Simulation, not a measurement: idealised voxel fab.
Presented below is a process module, voxel capacitor over wiring.
Section cut is 145 nm wide and gridded with 5 nm square cells.
Cross-section = grid of square cells, listed top down in bands; band = one or more rows. First you get the band's top height and its bottom height, in nm, and then the materials it's made of, left to right, with each width in nm. If you see a single material with "everywhere", that one covers the band edge to edge. "blank" is empty space. Below 0: as-received wafer, all one material; heights counted from there. Lowest band: no bottom, goes on down, written "0 down". Width "30->40": first value at the band's top row of cells, second value at its bottom row, equal change from row to row. Basically "left unchanged" means that step didn't change any cell in the cross-section. What "Sealed internal voids" gives you is every empty space of 8 cells or more that is cut off from the top. Each appears as width x height at distance, with the distance taken from the left edge and width, height and distance all in nm. If you see something after the settings on a step's line, that's the simulator's own remark about that step. What "overlay nm" on a step's line means: if the step has a mask, that mask lay this far to the right of its planned place, or, when the value is negative, to the left.

# The planned process steps are enumerated hereunder
1. RECEIVE (material Si)
2. CONFORMAL_DEP (material SiO2; thk nm 15)
3. CONFORMAL_DEP (material SiCN; thk nm 5)
4. DIRECTIONAL_DEP (material lowk; thk nm 15)
5. PATTERN (tone open; mask id METAL_1; material resist; width nm 25; pitch nm 90; thk nm 15; overlay nm 0)
6. DIRECTIONAL_ETCH (etch materials lowk; depth nm 15)
7. DIRECTIONAL_ETCH (etch materials SiCN; depth nm 5)
8. STRIP (etch materials resist)
9. CONFORMAL_DEP (material TiN; thk nm 5)
10. FILL_DEP (material Ru; thk nm 5)
11. CMP (height nm 35)
12. EPI (material Ru; thk nm 5)
13. FILL_DEP (material SiCN; thk nm 5)
14. DIRECTIONAL_DEP (material lowk; thk nm 10)
15. MASKED_ETCH (tone open; mask id PLUG_1; width nm 15; etch materials lowk; depth nm 10; overlay nm 0)
16. MASKED_ETCH (tone open; mask id PLUG_1; width nm 15; etch materials SiCN; depth nm 5; overlay nm 0)
17. CONFORMAL_DEP (material TiN; thk nm 5)
18. FILL_DEP (material Ru; thk nm 5)
19. CMP (height nm 55)
20. DIRECTIONAL_DEP (material TiN; thk nm 10)
21. DIRECTIONAL_DEP (material SiN; thk nm 5)
22. DIRECTIONAL_DEP (material TiN; thk nm 5)
23. PATTERN (tone cover; mask id UPPER_PLATE; material resist; width nm 70; thk nm 20; overlay nm 0)
24. DIRECTIONAL_ETCH (etch materials TiN; depth nm 5)
25. DIRECTIONAL_ETCH (etch materials SiN; depth nm 5)
26. STRIP (etch materials resist)
27. MASKED_ETCH (tone cover; mask id LOWER_PLATE; width nm 80; etch materials TiN; depth nm 10; overlay nm 0)
28. FILL_DEP (material SiO2; thk nm 15)
29. CMP (height nm 85)
30. PATTERN (tone open; mask id PLUG_2; material resist; width nm 15; thk nm 20; overlay nm 0)
31. DIRECTIONAL_ETCH (etch materials SiO2; depth nm 10)
32. STRIP (etch materials resist)
33. CONFORMAL_DEP (material TiN; thk nm 5)
34. FILL_DEP (material Ru; thk nm 10)
35. CMP (height nm 85)
36. CONFORMAL_DEP (material SiCN; thk nm 5)

# Wafer as received: cross-section following step 1
    0 down: Si everywhere
    Sealed internal voids: none

# Cross-section: first of two wafers, module finished, run according to plan
    90 to 85: SiCN everywhere
    85 to 80: SiO2 35 nm  TiN 5 nm  Ru 5 nm  TiN 5 nm  SiO2 95 nm
    80 to 70: SiO2 35->25 nm  TiN 15->70 nm  SiO2 95->50 nm
    70 to 65: SiO2 25 nm  SiN 70 nm  SiO2 50 nm
    65 to 55: SiO2 20 nm  TiN 80 nm  SiO2 45 nm
    55 to 45: lowk 25 nm  TiN 5 nm  Ru 5 nm  TiN 5 nm  lowk 105 nm
    45 to 40: SiCN 25 nm  TiN 15 nm  SiCN 105 nm
    40 to 35: SiCN 10 nm  Ru 35 nm  SiCN 55 nm  Ru 35 nm  SiCN 10 nm
    35 to 20: lowk 15 nm  TiN 5 nm  Ru 15 nm  TiN 5 nm  lowk 65 nm  TiN 5 nm  Ru 15 nm  TiN 5 nm  lowk 15 nm
    20 to 15: SiCN 15 nm  TiN 25 nm  SiCN 65 nm  TiN 25 nm  SiCN 15 nm
    15 to 0: SiO2 everywhere
    0 down: Si everywhere
    Sealed internal voids: none

# The second wafer, shown in cross-section after the module: started the same way as the first and given the same plan, yet one mistake crept into how it was run
    90 to 85: SiCN everywhere
    85 to 80: SiO2 35 nm  TiN 5 nm  Ru 5 nm  TiN 5 nm  SiO2 95 nm
    80 to 70: SiO2 35->25 nm  TiN 15->70 nm  SiO2 95->50 nm
    70 to 65: SiO2 25 nm  SiN 70 nm  SiO2 50 nm
    65 to 55: SiO2 20 nm  TiN 80 nm  SiO2 45 nm
    55 to 45: lowk 25 nm  TiN 5 nm  Ru 5 nm  TiN 5 nm  lowk 105 nm
    45 to 40: SiCN 25 nm  TiN 15 nm  SiCN 105 nm
    40 to 35: SiCN 10 nm  Ru 35 nm  SiCN 55 nm  Ru 35 nm  SiCN 10 nm
    35 to 30: lowk 15 nm  TiN 5 nm  Ru 15 nm  TiN 5 nm  lowk 65 nm  TiN 5 nm  Ru 15 nm  TiN 5 nm  lowk 15 nm
    30 to 25: SiCN 15 nm  TiN 25 nm  SiCN 65 nm  TiN 25 nm  SiCN 15 nm
    25 to 15: SiCN everywhere
    15 to 0: SiO2 everywhere
    0 down: Si everywhere
    Sealed internal voids: none
Run error: step 3, actual vs plan mismatch, actual run CONFORMAL_DEP (material SiCN; thk nm 15)
Final wafer comparison in cells, second versus first, more or fewer per material: 12 fewer of Ru, 58 more of SiCN, 8 fewer of TiN, 38 fewer of lowk
